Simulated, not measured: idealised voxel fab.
You're looking at the process module voxel ribs on slabs.
It is cross-section cut that appears here, measuring 245 nm in width, its square cells being 5 nm in size.
Format of a cross-section: grid, square cells. Given as bands. Order: top down. Band: one or more rows of cells.
Read a band's entry like this: the first values are the height of its top and the height of its bottom in nm, and what follows is the sequence of materials from left to right, each with its width in nm. Note that "blank" is empty space, and that a single material marked "edge to edge" reaches across the band from edge to edge.
Height datum 0, below which the as-received substrate wafer is one material. Lowest band open at the bottom, running downward: "from 0 down".
Think of "30..40" as a width that walks from the first number to the second as you go down the band, top row to bottom row, taking equal-sized steps from row to row.
Given "no modifications" for a step, no cell of the cross-section differs between before and after that step.
The label "Entrapped voids" introduces a list of the empty spaces, 8 cells or larger, that have no open way up to the top; each entry in it reads width x height at distance, where the distance is taken from the left edge and all three are stated in nm.
Heads up: the bit after the settings on a step's line is the simulator's remark on that step.
What "overlay nm" on a step's line means: if the step has a mask, that mask lay this far to the right of its planned place, or, when the value is negative, to the left.
### Process steps foreseen in the plan
- 1: op RECEIVE | material Si
- 2: op DIRECTIONAL_DEP | material SiO2 | thk nm 30
- 3: op DIRECTIONAL_DEP | material polySi | thk nm 25
- 4: op MASKED_ETCH | tone cover | mask id RIB | width nm 30 | etch materials polySi | depth nm 10 | overlay nm 0
- 5: op MASKED_ETCH | tone cover | mask id SLAB | width nm 70 | etch materials polySi | depth nm 15 | overlay nm 0
- 6: op FILL_DEP | material SiO2 | thk nm 20
- 7: op CMP | height nm 70
- 8: op DIRECTIONAL_DEP | material TiN | thk nm 5
- 9: op DIRECTIONAL_DEP | material aC | thk nm 15
- 10: op PATTERN | tone cover | mask id HEATER | material resist | width nm 40 | thk nm 30 | overlay nm 0
- 11: op DIRECTIONAL_ETCH | etch materials aC | depth nm 15
- 12: op STRIP | etch materials resist
- 13: op DIRECTIONAL_ETCH | etch materials TiN | depth nm 5
- 14: op STRIP | etch materials aC
- 15: op CONFORMAL_DEP | material SiO2 | thk nm 5
Across this set of wafers, the varied parameter is the thk nm of step 15. Starting conditions are identical for every wafer, and the plan reports the value assigned to the first wafer.
### This is how the first of several wafers looked in cross-section when it arrived, which is after step 1
    from 0 down = Si edge to edge
    Entrapped voids: none
### First of several wafers, sectioned at end of module (last step: step 15)
    from 80 to 75 = 95 of blank, 50 of SiO2, 100 of blank
    from 75 to 70 = 100 of SiO2, 40 of TiN, 105 of SiO2
    from 70 to 55 = SiO2 edge to edge
    from 55 to 45 = 105 of SiO2, 30 of polySi, 110 of SiO2
    from 45 to 30 = 85 of SiO2, 70 of polySi, 90 of SiO2
    from 30 to 0 = SiO2 edge to edge
    from 0 down = Si edge to edge
    Entrapped voids: none
### Sectional view of the last wafer upon completion of the module
    from 100 to 95 = 75 of blank, 90 of SiO2, 80 of blank
    from 95 to 75 = SiO2 edge to edge
    from 75 to 70 = 100 of SiO2, 40 of TiN, 105 of SiO2
    from 70 to 55 = SiO2 edge to edge
    from 55 to 45 = 105 of SiO2, 30 of polySi, 110 of SiO2
    from 45 to 30 = 85 of SiO2, 70 of polySi, 90 of SiO2
    from 30 to 0 = SiO2 edge to edge
    from 0 down = Si edge to edge
    Entrapped voids: none
### What follows is a table in which each wafer occupies a row; for the wafer as it stands at the close of the module, the row states, material by material, how many cells have been gained (+) or lost (-) since receipt, and then gives its closed voids
thk nm 5, +683 SiO2, +8 TiN, +54 polySi, Entrapped voids: none
thk nm 10, +734 SiO2, +8 TiN, +54 polySi, Entrapped voids: none
thk nm 15, +785 SiO2, +8 TiN, +54 polySi, Entrapped voids: none
thk nm 20, +836 SiO2, +8 TiN, +54 polySi, Entrapped voids: none
thk nm 25, +887 SiO2, +8 TiN, +54 polySi, Entrapped voids: none
